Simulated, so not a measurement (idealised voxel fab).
Module name: voxel capacitor over wiring (process module)
In the cross-section labelled cut, the width is 200 nm and each square cell is 5 nm.
How to read a cross-section here: the picture is a grid of square cells, written as bands going from the top down, and any band can span one or more rows of cells. In this notation a band is specified by the heights of its top and bottom, in that order and in nm, after which its materials appear from left to right, each paired with its width in nm. The word "throughout" attached to a single material means that material fills the band from edge to edge; the word "blank" stands for empty space. Below 0: as-received wafer, all one material; heights counted from there. Lowest band: no bottom, goes on down, written "0..down". Width spec "30->40" -> top row of cells at first value, bottom row at second value, equal per-row change in between. No cell of the cross-section changed in a step that is given as "all unchanged". Each empty space that has no open way to the top and spans at least 8 cells appears under "Closed void listing" as width x height at distance, the distance counted from the left edge, all in nm. Text after the settings on a step's line: the simulator's own remark on that step. overlay nm, on a step with a mask: how far to the right of its planned place the mask lay; to the left if negative.
**These are the steps we planned for the process**
1: RECEIVE [material Si]
2: CONFORMAL_DEP [material SiO2] [thk nm 15]
3: DIRECTIONAL_DEP [material TiN] [thk nm 5]
4: DIRECTIONAL_DEP [material Ru] [thk nm 20]
5: DIRECTIONAL_DEP [material aC] [thk nm 10]
6: PATTERN [tone cover] [mask id METAL_1] [material resist] [width nm 20] [pitch nm 100] [thk nm 25] [overlay nm 0]
7: DIRECTIONAL_ETCH [etch materials aC] [depth nm 10]
8: STRIP [etch materials resist]
9: DIRECTIONAL_ETCH [etch materials Ru] [depth nm 20]
10: DIRECTIONAL_ETCH [etch materials TiN] [depth nm 5]
11: STRIP [etch materials aC]
12: FILL_DEP [material lowk] [thk nm 10]
13: CMP [height nm 40]
14: CONFORMAL_DEP [material SiCN] [thk nm 5]
15: DIRECTIONAL_DEP [material lowk] [thk nm 15]
16: DIRECTIONAL_DEP [material aC] [thk nm 15]
17: PATTERN [tone open] [mask id PLUG_1] [material resist] [width nm 15] [thk nm 35] [overlay nm 0]
18: DIRECTIONAL_ETCH [etch materials aC] [depth nm 15]
19: STRIP [etch materials resist]
20: DIRECTIONAL_ETCH [etch materials lowk] [depth nm 15]
21: DIRECTIONAL_ETCH [etch materials SiCN] [depth nm 5]
22: STRIP [etch materials aC]
23: EPI [material Ru] [thk nm 10]
24: EPI [material Ru] [thk nm 10]
25: DIRECTIONAL_DEP [material TiN] [thk nm 10]
26: DIRECTIONAL_DEP [material Al2O3] [thk nm 5]
27: DIRECTIONAL_DEP [material TiN] [thk nm 5]
28: PATTERN [tone cover] [mask id UPPER_PLATE] [material resist] [width nm 75] [thk nm 15] [overlay nm 0]
29: DIRECTIONAL_ETCH [etch materials TiN] [depth nm 5]
30: DIRECTIONAL_ETCH [etch materials Al2O3] [depth nm 5]
31: STRIP [etch materials resist]
32: DIRECTIONAL_DEP [material aC] [thk nm 10]
33: PATTERN [tone cover] [mask id LOWER_PLATE] [material resist] [width nm 85] [thk nm 25] [overlay nm 0]
34: DIRECTIONAL_ETCH [etch materials aC] [depth nm 10]
35: STRIP [etch materials resist]
36: DIRECTIONAL_ETCH [etch materials TiN] [depth nm 10]
37: STRIP [etch materials aC]
38: FILL_DEP [material SiO2] [thk nm 15]
39: CMP [height nm 90]
40: DIRECTIONAL_DEP [material aC] [thk nm 15]
41: PATTERN [tone open] [mask id PLUG_2] [material resist] [width nm 15] [thk nm 30] [overlay nm 0]
42: DIRECTIONAL_ETCH [etch materials aC] [depth nm 15]
43: STRIP [etch materials resist]
44: DIRECTIONAL_ETCH [etch materials SiO2] [depth nm 10]
45: STRIP [etch materials aC]
46: CONFORMAL_DEP [material TiN] [thk nm 5]
47: FILL_DEP [material Ru] [thk nm 10]
48: CMP [height nm 90]
49: CONFORMAL_DEP [material SiCN] [thk nm 5]
Don't read the plan's width nm for step 6 as applying to every wafer: that's the first wafer's value, and the wafers differ in it, though they all start identical.
**So this is the first of several wafers, cross-sectioned as it came to us, meaning it's at the end of step 1**
0..down | Si throughout
Closed void listing: none
**The following table contains a row per wafer, in which are reported, at the conclusion of the module, the cells of each material gained (+) or lost (-) since the wafer's receipt, with its closed voids given thereafter**
width nm 20; +15 Al2O3; +45 Ru; +77 SiCN; +290 SiO2; +62 TiN; +271 lowk; Closed void listing: none
width nm 25; +15 Al2O3; +53 Ru; +77 SiCN; +290 SiO2; +64 TiN; +261 lowk; Closed void listing: none
width nm 30; +15 Al2O3; +61 Ru; +77 SiCN; +290 SiO2; +66 TiN; +251 lowk; Closed void listing: none
width nm 35; +15 Al2O3; +69 Ru; +77 SiCN; +290 SiO2; +68 TiN; +241 lowk; Closed void listing: none
width nm 40; +15 Al2O3; +77 Ru; +77 SiCN; +290 SiO2; +70 TiN; +231 lowk; Closed void listing: none
width nm 45; +15 Al2O3; +85 Ru; +77 SiCN; +290 SiO2; +72 TiN; +221 lowk; Closed void listing: none
